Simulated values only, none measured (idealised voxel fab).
process module | voxel transistor to metal
cross-section cut | 290 nm wide | cells 5 nm
A cross-section is a grid of square cells, given in bands from the top down. A band is one or more rows of cells.
Each band's line starts with the height of the band's top and of its bottom, in nm. Then come its materials from left to right, each with its width in nm. One material with "throughout" fills the band from edge to edge. "air" is empty space.
Height 0 is the level under which the wafer as received is all one material. The lowest band goes on downwards, as in "0 down".
A width such as "30 to 40" changes by the same amount from each row of cells to the next, from the band's top row to its bottom row.
"no change" after a step means that no cell of the cross-section changed.
closed voids: empty space of 8 cells or more with no open way to the top, each as width x height at its distance from the left edge, in nm
after a step's settings: what the simulator itself notes on the step
overlay nm, on a step with a mask: how far to the right of its planned place the mask lay; to the left if negative
plan
1 op RECEIVE | material Si
2 op OXIDIZE | depth nm 5
3 op CONFORMAL_DEP | material SiN | thk nm 15
4 op DIRECTIONAL_DEP | material aC | thk nm 15
5 op PATTERN | tone cover | mask id ACTIVE | material resist | width nm 105 | pitch nm 125 | thk nm 30 | overlay nm 0
6 op DIRECTIONAL_ETCH | etch materials aC | depth nm 15
7 op STRIP | etch materials resist
8 op DIRECTIONAL_ETCH | etch materials SiN | depth nm 15
9 op DIRECTIONAL_ETCH | etch materials SiO2 | depth nm 5
10 op DIRECTIONAL_ETCH | etch materials Si | depth nm 25
11 op STRIP | etch materials aC
12 op OXIDIZE | depth nm 5
13 op FILL_DEP | material SiO2 | thk nm 10
14 op CMP | height nm 15
15 op SELECTIVE_ETCH | etch materials SiO2 | depth nm 15
16 op STRIP | etch materials SiN
17 op SELECTIVE_ETCH | etch materials SiO2 | depth nm 5
18 op OXIDIZE | depth nm 5
19 op DIRECTIONAL_DEP | material polySi | thk nm 20
20 op DIRECTIONAL_DEP | material SiCN | thk nm 10
21 op MASKED_ETCH | tone cover | mask id GATE | width nm 25 | pitch nm 125 | etch materials SiCN | depth nm 20 | overlay nm 0
22 op MASKED_ETCH | tone cover | mask id GATE | width nm 25 | pitch nm 125 | etch materials polySi | depth nm 30 | overlay nm 0
23 op CONFORMAL_DEP | material SiO2 | thk nm 5
24 op DIRECTIONAL_ETCH | etch materials SiO2 | depth nm 5
25 op CONFORMAL_DEP | material SiN | thk nm 10
26 op DIRECTIONAL_ETCH | etch materials SiN | depth nm 10
27 op DIRECTIONAL_ETCH | etch materials SiO2 | depth nm 5
28 op DIRECTIONAL_ETCH | etch materials Si | depth nm 15
29 op EPI | material nSi | thk nm 20
30 op FILL_DEP | material SiO2 | thk nm 10
31 op CMP | height nm 25
32 op DIRECTIONAL_DEP | material SiO2 | thk nm 15
33 op MASKED_ETCH | tone open | mask id CONTACT | width nm 20 | etch materials SiO2 | depth nm 30 | overlay nm 0
34 op CONFORMAL_DEP | material TiN | thk nm 5
35 op FILL_DEP | material Ru | thk nm 5
36 op CMP | height nm 40
37 op CONFORMAL_DEP | material SiCN | thk nm 5
38 op DIRECTIONAL_DEP | material SiO2 | thk nm 25
39 op DIRECTIONAL_DEP | material aC | thk nm 10
40 op PATTERN | tone open | mask id METAL_1 | material resist | width nm 20 | thk nm 30 | overlay nm 0
41 op DIRECTIONAL_ETCH | etch materials aC | depth nm 10
42 op STRIP | etch materials resist
43 op DIRECTIONAL_ETCH | etch materials SiO2 | depth nm 25
44 op DIRECTIONAL_ETCH | etch materials SiCN | depth nm 5
45 op STRIP | etch materials aC
46 op CONFORMAL_DEP | material TiN | thk nm 5
47 op FILL_DEP | material Cu | thk nm 10
48 op CMP | height nm 70
49 op CONFORMAL_DEP | material SiCN | thk nm 5
50 op DIRECTIONAL_DEP | material SiO2 | thk nm 25
51 op PATTERN | tone open | mask id METAL_2 | material resist | width nm 20 | pitch nm 125 | thk nm 20 | overlay nm 0
52 op DIRECTIONAL_ETCH | etch materials SiO2 | depth nm 15
53 op STRIP | etch materials resist
54 op DIRECTIONAL_DEP | material aC | thk nm 15
55 op PATTERN | tone open | mask id METAL_2_HOLES | material resist | width nm 15 | pitch nm 125 | thk nm 30 | overlay nm 0
56 op DIRECTIONAL_ETCH | etch materials aC | depth nm 15
57 op STRIP | etch materials resist
58 op DIRECTIONAL_ETCH | etch materials SiO2 | depth nm 10
59 op DIRECTIONAL_ETCH | etch materials SiCN | depth nm 5
60 op STRIP | etch materials aC
61 op CONFORMAL_DEP | material TiN | thk nm 5
62 op FILL_DEP | material Ru | thk nm 10
63 op CMP | height nm 100
64 op CONFORMAL_DEP | material SiCN | thk nm 5
as received, after step 1
  0 down: Si throughout
  closed voids: none
first wafer at the end, as planned
  105 to 100: SiCN throughout
  100 to 90: SiO2 35 | TiN 5 | Ru 10 | TiN 5 | SiO2 105 | TiN 5 | Ru 10 | TiN 5 | SiO2 110
  90 to 85: SiO2 35 | TiN 5 | Ru 5 | TiN 10 | SiO2 105 | TiN 5 | Ru 5 | TiN 10 | SiO2 110
  85 to 75: SiO2 35 | TiN 5 | Ru 5 | TiN 5 | SiO2 110 | TiN 5 | Ru 5 | TiN 5 | SiO2 115
  75 to 70: SiCN 35 | TiN 15 | SiCN 110 | TiN 15 | SiCN 115
  70 to 45: SiO2 35 | TiN 5 | Cu 10 | TiN 5 | SiO2 55 | TiN 5 | Cu 10 | TiN 5 | SiO2 30 | TiN 5 | Cu 10 | TiN 5 | SiO2 55 | TiN 5 | Cu 10 | TiN 5 | SiO2 35
  45 to 40: SiCN 35 | TiN 20 | SiCN 55 | TiN 20 | SiCN 30 | TiN 20 | SiCN 55 | TiN 20 | SiCN 35
  40 to 25: SiO2 35 | TiN 5 | Ru 10 | TiN 5 | SiO2 55 | TiN 5 | Ru 10 | TiN 5 | SiO2 30 | TiN 5 | Ru 10 | TiN 5 | SiO2 55 | TiN 5 | Ru 10 | TiN 5 | SiO2 35
  25 to 15: SiO2 35 | TiN 5 | Ru 10 | TiN 5 | SiN 10 | SiO2 5 | SiCN 25 | SiO2 5 | SiN 10 | TiN 5 | Ru 10 | TiN 5 | SiO2 30 | TiN 5 | Ru 10 | TiN 5 | SiN 10 | SiO2 5 | SiCN 25 | SiO2 5 | SiN 10 | TiN 5 | Ru 10 | TiN 5 | SiO2 35
  15 to 10: SiO2 35 | TiN 20 | SiN 10 | SiO2 5 | polySi 25 | SiO2 5 | SiN 10 | TiN 20 | SiO2 30 | TiN 20 | SiN 10 | SiO2 5 | polySi 25 | SiO2 5 | SiN 10 | TiN 20 | SiO2 35
  10 to -5: SiO2 35 | nSi 20 | SiN 10 | SiO2 5 | polySi 25 | SiO2 5 | SiN 10 | nSi 20 | SiO2 30 | nSi 20 | SiN 10 | SiO2 5 | polySi 25 | SiO2 5 | SiN 10 | nSi 20 | SiO2 35
  -5 to -10: SiO2 30 | nSi 25 | SiO2 55 | nSi 25 | SiO2 20 | nSi 25 | SiO2 55 | nSi 25 | SiO2 30
  -10 to -25: SiO2 35 | nSi 20 | Si 55 | nSi 20 | SiO2 30 | nSi 20 | Si 55 | nSi 20 | SiO2 35
  -25 to -35: SiO2 35 | Si 95 | SiO2 30 | Si 95 | SiO2 35
  -35 down: Si throughout
  closed voids: none
second wafer at the end: like start, like plan, one mistake
  105 to 100: SiCN throughout
  100 to 90: SiO2 35 | TiN 5 | Ru 10 | TiN 5 | SiO2 105 | TiN 5 | Ru 10 | TiN 5 | SiO2 110
  90 to 85: SiO2 35 | TiN 10 | Ru 5 | TiN 5 | SiO2 105 | TiN 10 | Ru 5 | TiN 5 | SiO2 110
  85 to 75: SiO2 40 | TiN 5 | Ru 5 | TiN 5 | SiO2 110 | TiN 5 | Ru 5 | TiN 5 | SiO2 110
  75 to 70: SiCN 40 | TiN 15 | SiCN 110 | TiN 15 | SiCN 110
  70 to 45: SiO2 35 | TiN 5 | Cu 10 | TiN 5 | SiO2 55 | TiN 5 | Cu 10 | TiN 5 | SiO2 30 | TiN 5 | Cu 10 | TiN 5 | SiO2 55 | TiN 5 | Cu 10 | TiN 5 | SiO2 35
  45 to 40: SiCN 35 | TiN 20 | SiCN 55 | TiN 20 | SiCN 30 | TiN 20 | SiCN 55 | TiN 20 | SiCN 35
  40 to 25: SiO2 35 | TiN 5 | Ru 10 | TiN 5 | SiO2 55 | TiN 5 | Ru 10 | TiN 5 | SiO2 30 | TiN 5 | Ru 10 | TiN 5 | SiO2 55 | TiN 5 | Ru 10 | TiN 5 | SiO2 35
  25 to 15: SiO2 35 | TiN 5 | Ru 10 | TiN 5 | SiN 10 | SiO2 5 | SiCN 25 | SiO2 5 | SiN 10 | TiN 5 | Ru 10 | TiN 5 | SiO2 30 | TiN 5 | Ru 10 | TiN 5 | SiN 10 | SiO2 5 | SiCN 25 | SiO2 5 | SiN 10 | TiN 5 | Ru 10 | TiN 5 | SiO2 35
  15 to 10: SiO2 35 | TiN 20 | SiN 10 | SiO2 5 | polySi 25 | SiO2 5 | SiN 10 | TiN 20 | SiO2 30 | TiN 20 | SiN 10 | SiO2 5 | polySi 25 | SiO2 5 | SiN 10 | TiN 20 | SiO2 35
  10 to -5: SiO2 35 | nSi 20 | SiN 10 | SiO2 5 | polySi 25 | SiO2 5 | SiN 10 | nSi 20 | SiO2 30 | nSi 20 | SiN 10 | SiO2 5 | polySi 25 | SiO2 5 | SiN 10 | nSi 20 | SiO2 35
  -5 to -10: SiO2 30 | nSi 25 | SiO2 55 | nSi 25 | SiO2 20 | nSi 25 | SiO2 55 | nSi 25 | SiO2 30
  -10 to -25: SiO2 35 | nSi 20 | Si 55 | nSi 20 | SiO2 30 | nSi 20 | Si 55 | nSi 20 | SiO2 35
  -25 to -35: SiO2 35 | Si 95 | SiO2 30 | Si 95 | SiO2 35
  -35 down: Si throughout
  closed voids: none
what went wrong: step 55 ran as: op PATTERN | tone open | mask id METAL_2_HOLES | material resist | width nm 15 | pitch nm 125 | thk nm 30 | overlay nm 5
at the end the second wafer has, in cells: as many of each material as the first, in other places
